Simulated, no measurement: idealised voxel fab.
Title: Process Module voxel self aligned contacts
Shown is cross-section cut, with a width of 270 nm and square cells of size 5 nm.
Cross-section format: a grid of square cells, given as bands from top to bottom; each band is one or more rows of cells.
Heights first: top, then bottom, in nm. Then materials, left to right, each with a width in nm. "everywhere" on a single material: fills the band edge to edge. "blank": empty space.
Note: height 0 marks the level under which the wafer is uniformly one material as received. Lowest band unbounded below, written "from 0 down".
A width such as "30..40" changes by the same amount from each row of cells to the next, from the band's top row to its bottom row.
"nothing different" for a step: no cell of the cross-section changed in that step.
In the "Enclosed void list" entry, you get each enclosed empty space of 8 cells or more, one with no open way to the top, written width x height at distance, distance from the left edge, in nm.
Read whatever lies past the settings on a step's line as the simulator's own remark about the step.
overlay nm: where the mask lay relative to plan, measured to the right, on steps with a mask; negatives go left.
## Process steps (planned)
1) RECEIVE [material Si]
2) CONFORMAL_DEP [material SiO2] [thk nm 5]
3) DIRECTIONAL_DEP [material polySi] [thk nm 30]
4) DIRECTIONAL_DEP [material SiN] [thk nm 15]
5) MASKED_ETCH [tone cover] [mask id GATE] [width nm 25] [pitch nm 55] [etch materials SiN] [depth nm 15] [overlay nm 0]
6) MASKED_ETCH [tone cover] [mask id GATE] [width nm 25] [pitch nm 55] [etch materials polySi] [depth nm 30] [overlay nm 0]
7) CONFORMAL_DEP [material SiN] [thk nm 5]
8) DIRECTIONAL_ETCH [etch materials SiN] [depth nm 5]
9) FILL_DEP [material SiO2] [thk nm 10]
10) CMP [height nm 55]
11) DIRECTIONAL_DEP [material aC] [thk nm 15]
12) PATTERN [tone open] [mask id CONTACT] [material resist] [width nm 40] [thk nm 30] [overlay nm 0]
13) DIRECTIONAL_ETCH [etch materials aC] [depth nm 15]
14) STRIP [etch materials resist]
15) DIRECTIONAL_ETCH [etch materials SiO2] [depth nm 55]
16) STRIP [etch materials aC]
17) CONFORMAL_DEP [material TiN] [thk nm 5]
18) FILL_DEP [material W] [thk nm 10]
19) CMP [height nm 55]
20) CONFORMAL_DEP [material SiN] [thk nm 5]
## As-received state of the wafer in cross-section, equivalent to post-step 1
- from 0 down = Si everywhere
- Enclosed void list: none
## Same starting wafer, same plan as above, one mistake in the execution; this is the cross-section at the end of the module
- from 60 to 55 = SiN everywhere
- from 55 to 45 = 115 SiO2 | 5..15 TiN | 30..10 W | 5..15 TiN | 115 SiO2
- from 45 to 30 = 90 SiO2 | 35 SiN | 5 TiN | 10 W | 5 TiN | 35 SiN | 90 SiO2
- from 30 to 5 = 90 SiO2 | 5 SiN | 25 polySi | 5 SiN | 5 TiN | 10 W | 5 TiN | 5 SiN | 25 polySi | 5 SiN | 90 SiO2
- from 5 to 0 = 90 SiO2 | 5 SiN | 25 polySi | 5 SiN | 20 TiN | 5 SiN | 25 polySi | 5 SiN | 90 SiO2
- from 0 down = Si everywhere
- Enclosed void list: none
Misprocessing identified: step 2 was left out
